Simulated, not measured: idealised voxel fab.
process module | voxel self aligned vias
cross-section cut | 230 nm wide | cells 5 nm
A cross-section is a grid of square cells, given in bands from the top down. A band is one or more rows of cells.
Each band's line starts with the height of the band's top and of its bottom, in nm. Then come its materials from left to right, each with its width in nm. One material with "throughout" fills the band from edge to edge. "air" is empty space.
Height 0 is the level under which the wafer as received is all one material. The lowest band goes on downwards, as in "0 down".
A width such as "30 to 40" changes by the same amount from each row of cells to the next, from the band's top row to its bottom row.
"no change" after a step means that no cell of the cross-section changed.
closed voids: empty space of 8 cells or more with no open way to the top, each as width x height at its distance from the left edge, in nm
after a step's settings: what the simulator itself notes on the step
overlay nm, on a step with a mask: how far to the right of its planned place the mask lay; to the left if negative
plan
1 op RECEIVE | material Si
2 op CONFORMAL_DEP | material SiO2 | thk nm 15
3 op CONFORMAL_DEP | material SiCN | thk nm 5
4 op DIRECTIONAL_DEP | material lowk | thk nm 20
5 op MASKED_ETCH | tone open | mask id LINES | width nm 30 | pitch nm 55 | etch materials lowk | depth nm 20 | overlay nm 0
6 op CONFORMAL_DEP | material TiN | thk nm 5
7 op FILL_DEP | material W | thk nm 10
8 op CMP | height nm 40
9 op SELECTIVE_ETCH | etch materials W Ru TiN | depth nm 5
10 op FILL_DEP | material SiN | thk nm 10
11 op CMP | height nm 40
12 op DIRECTIONAL_DEP | material lowk | thk nm 20
13 op DIRECTIONAL_DEP | material aC | thk nm 15
14 op PATTERN | tone open | mask id VIAS | material resist | width nm 40 | thk nm 30 | overlay nm 0
15 op DIRECTIONAL_ETCH | etch materials aC | depth nm 15
16 op STRIP | etch materials resist
17 op DIRECTIONAL_ETCH | etch materials lowk | depth nm 20
18 op DIRECTIONAL_ETCH | etch materials SiN | depth nm 5
19 op STRIP | etch materials aC
20 op CONFORMAL_DEP | material TiN | thk nm 5
21 op FILL_DEP | material W | thk nm 10
22 op CMP | height nm 60
23 op CONFORMAL_DEP | material SiN | thk nm 5
as received, after step 1
  0 down: Si throughout
  closed voids: none
a wafer at the end: this start, this plan, one mistake
  65 to 60: SiN throughout
  60 to 40: lowk 65 | TiN 5 | W 30 | TiN 5 | lowk 125
  40 to 35: SiN 65 | TiN 40 | SiN 125
  35 to 30: TiN 75 | W 20 | TiN 35 | W 20 | TiN 80
  30 to 15: lowk 70 | TiN 5 | W 20 | TiN 5 | lowk 25 | TiN 5 | W 20 | TiN 5 | lowk 75
  15 to 10: lowk 70 | TiN 30 | lowk 25 | TiN 30 | lowk 75
  10 to 5: SiCN throughout
  5 to 0: SiO2 throughout
  0 down: Si throughout
  closed voids: none
what went wrong: step 2 ran as: op CONFORMAL_DEP | material SiO2 | thk nm 5
